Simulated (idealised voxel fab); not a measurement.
The process module that follows is named voxel lift off.
It is cross-section cut that appears here, measuring 295 nm in width, its square cells being 5 nm in size.
A cross-section is a grid of square cells, given in bands from the top down. A band is one or more rows of cells. The band entry comprises the height of the band's top followed by the height of its bottom, expressed in nm, and subsequently the band's materials from left to right, each stated together with its width in nm. Where a single material is marked with the word "throughout", that material fills the band from edge to edge. The word "blank" represents empty space. Beneath 0, the wafer as received is one material, and that level is where height counting begins. The lowest band goes on downward without a bottom; it is written like "0 -> down". The width entry "30..40" should be interpreted row by row: the top row of cells in the band takes the first number, the bottom row takes the second number, and the change between adjacent rows is uniform throughout. Step marked "nothing changed"? Then no cell in the cross-section changed in it. In the "Closed void catalog" entry, you get each enclosed empty space of 8 cells or more, one with no open way to the top, written width x height at distance, distance from the left edge, in nm. It should be noted that, on the line of a given step, the content following the step's settings is a remark produced by the simulator itself with respect to that step. A step's line can hold "overlay nm"; with a mask on that step, the setting says how far right of the planned place the mask lay, while a negative setting says it lay to the left.

Planned step list for the process
1. RECEIVE | material Si
2. CONFORMAL_DEP | material Al2O3 | thk nm 15
3. PATTERN | tone open | mask id LINES | material resist | width nm 30 | pitch nm 55 | thk nm 15 | overlay nm 0
4. DIRECTIONAL_DEP | material Ru | thk nm 5
5. STRIP | etch materials resist
6. CONFORMAL_DEP | material SiO2 | thk nm 10

Incoming wafer, cross-sectional view, post step 1
	0 -> down: Si throughout
	Closed void catalog: none

Sectioned view, first of two wafers, at the close of the module, processed as intended in the plan
	30 -> 25: blank=65  SiO2=50  blank=5  SiO2=50  blank=5  SiO2=50  blank=70
	25 -> 20: SiO2 throughout
	20 -> 15: SiO2=75  Ru=30  SiO2=25  Ru=30  SiO2=25  Ru=30  SiO2=80
	15 -> 0: Al2O3 throughout
	0 -> down: Si throughout
	Closed void catalog: none

Second wafer of the two, sectioned at the end of the module. It began like the first and followed the same plan, but one mistake was made while running it
	30 -> 25: SiO2=85  blank=10  SiO2=45  blank=10  SiO2=45  blank=10  SiO2=90
	25 -> 20: SiO2 throughout
	20 -> 15: Ru=75  SiO2=30  Ru=25  SiO2=30  Ru=25  SiO2=30  Ru=80
	15 -> 0: Al2O3 throughout
	0 -> down: Si throughout
	Closed void catalog: none
It is concluded that the wafer was processed incorrectly with respect to the plan, in that note that step 3 departed from the planned setting and was carried out as PATTERN | tone cover | mask id LINES | material resist | width nm 30 | pitch nm 55 | thk nm 15 | overlay nm 0
Once processing is complete, comparing cell counts shows that the second wafer has more or fewer of certain materials than the first: Ru: 23 more
